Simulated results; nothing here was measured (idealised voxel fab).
process module | voxel gate over fins
cross-section cut | 170 nm wide | cells 5 nm
A cross-section is a grid of square cells, given in bands from the top down. A band is one or more rows of cells.
Each band's line starts with the height of the band's top and of its bottom, in nm. Then come its materials from left to right, each with its width in nm. One material with "throughout" fills the band from edge to edge. "air" is empty space.
Height 0 is the level under which the wafer as received is all one material. The lowest band goes on downwards, as in "0 down".
A width such as "30 to 40" changes by the same amount from each row of cells to the next, from the band's top row to its bottom row.
"no change" after a step means that no cell of the cross-section changed.
closed voids: empty space of 8 cells or more with no open way to the top, each as width x height at its distance from the left edge, in nm
after a step's settings: what the simulator itself notes on the step
overlay nm, on a step with a mask: how far to the right of its planned place the mask lay; to the left if negative
plan
1 op RECEIVE | material Si
2 op CONFORMAL_DEP | material SiN | thk nm 10
3 op DIRECTIONAL_DEP | material aC | thk nm 15
4 op PATTERN | tone cover | mask id FINS | material resist | width nm 15 | pitch nm 35 | thk nm 30 | overlay nm 0
5 op DIRECTIONAL_ETCH | etch materials aC | depth nm 15
6 op STRIP | etch materials resist
7 op DIRECTIONAL_ETCH | etch materials SiN | depth nm 10
8 op DIRECTIONAL_ETCH | etch materials Si | depth nm 40
9 op STRIP | etch materials aC
10 op OXIDIZE | depth nm 5
11 op FILL_DEP | material SiO2 | thk nm 15
12 op CMP | height nm 10
13 op SELECTIVE_ETCH | etch materials SiO2 | depth nm 25
14 op STRIP | etch materials SiN
15 op CONFORMAL_DEP | material HfO2 | thk nm 5
16 op CONFORMAL_DEP | material TiN | thk nm 5
17 op CONFORMAL_DEP | material TiAl | thk nm 5
18 op CONFORMAL_DEP | material TiN | thk nm 5
19 op FILL_DEP | material W | thk nm 15
20 op CMP | height nm 30
21 op CONFORMAL_DEP | material SiCN | thk nm 5
as received, after step 1
  0 down: Si throughout
  closed voids: none
first wafer at the end, as planned
  35 to 30: SiCN throughout
  30 to 20: W throughout
  20 to 15: W 10 | TiN 150 | W 10
  15 to 10: W 10 | TiN 5 | TiAl 140 | TiN 5 | W 10
  10 to 5: W 10 | TiN 5 | TiAl 5 | TiN 25 | TiAl 10 | TiN 25 | TiAl 10 | TiN 25 | TiAl 10 | TiN 25 | TiAl 5 | TiN 5 | W 10
  5 to 0: TiN 15 | TiAl 5 | TiN 5 | HfO2 15 | TiN 5 | TiAl 10 | TiN 5 | HfO2 15 | TiN 5 | TiAl 10 | TiN 5 | HfO2 15 | TiN 5 | TiAl 10 | TiN 5 | HfO2 15 | TiN 5 | TiAl 5 | TiN 15
  0 to -5: TiAl 20 | TiN 5 | HfO2 5 | Si 5 | HfO2 5 | TiN 5 | TiAl 10 | TiN 5 | HfO2 5 | Si 5 | HfO2 5 | TiN 5 | TiAl 10 | TiN 5 | HfO2 5 | Si 5 | HfO2 5 | TiN 5 | TiAl 10 | TiN 5 | HfO2 5 | Si 5 | HfO2 5 | TiN 5 | TiAl 20
  -5 to -10: TiN 25 | HfO2 5 | Si 5 | HfO2 5 | TiN 20 | HfO2 5 | Si 5 | HfO2 5 | TiN 20 | HfO2 5 | Si 5 | HfO2 5 | TiN 20 | HfO2 5 | Si 5 | HfO2 5 | TiN 25
  -10 to -15: HfO2 30 | Si 5 | HfO2 30 | Si 5 | HfO2 30 | Si 5 | HfO2 30 | Si 5 | HfO2 30
  -15 to -45: SiO2 30 | Si 5 | SiO2 30 | Si 5 | SiO2 30 | Si 5 | SiO2 30 | Si 5 | SiO2 30
  -45 down: Si throughout
  closed voids: none
second wafer at the end: like start, like plan, one mistake
  35 to 30: SiCN throughout
  30 to 20: W throughout
  20 to 15: TiN 150 | W 20
  15 to 10: TiN 5 | TiAl 140 | TiN 5 | W 20
  10 to 5: TiN 5 | TiAl 5 | TiN 25 | TiAl 10 | TiN 25 | TiAl 10 | TiN 25 | TiAl 10 | TiN 25 | TiAl 5 | TiN 5 | W 20
  5 to 0: TiN 5 | TiAl 5 | TiN 5 | HfO2 15 | TiN 5 | TiAl 10 | TiN 5 | HfO2 15 | TiN 5 | TiAl 10 | TiN 5 | HfO2 15 | TiN 5 | TiAl 10 | TiN 5 | HfO2 15 | TiN 5 | TiAl 5 | TiN 25
  0 to -5: TiAl 10 | TiN 5 | HfO2 5 | Si 5 | HfO2 5 | TiN 5 | TiAl 10 | TiN 5 | HfO2 5 | Si 5 | HfO2 5 | TiN 5 | TiAl 10 | TiN 5 | HfO2 5 | Si 5 | HfO2 5 | TiN 5 | TiAl 10 | TiN 5 | HfO2 5 | Si 5 | HfO2 5 | TiN 5 | TiAl 30
  -5 to -10: TiN 15 | HfO2 5 | Si 5 | HfO2 5 | TiN 20 | HfO2 5 | Si 5 | HfO2 5 | TiN 20 | HfO2 5 | Si 5 | HfO2 5 | TiN 20 | HfO2 5 | Si 5 | HfO2 5 | TiN 35
  -10 to -15: HfO2 20 | Si 5 | HfO2 30 | Si 5 | HfO2 30 | Si 5 | HfO2 30 | Si 5 | HfO2 40
  -15 to -45: SiO2 20 | Si 5 | SiO2 30 | Si 5 | SiO2 30 | Si 5 | SiO2 30 | Si 5 | SiO2 40
  -45 down: Si throughout
  closed voids: none
what went wrong: step 4 ran as: op PATTERN | tone cover | mask id FINS | material resist | width nm 15 | pitch nm 35 | thk nm 30 | overlay nm -10
at the end the second wafer has, in cells: as many of each material as the first, in other places
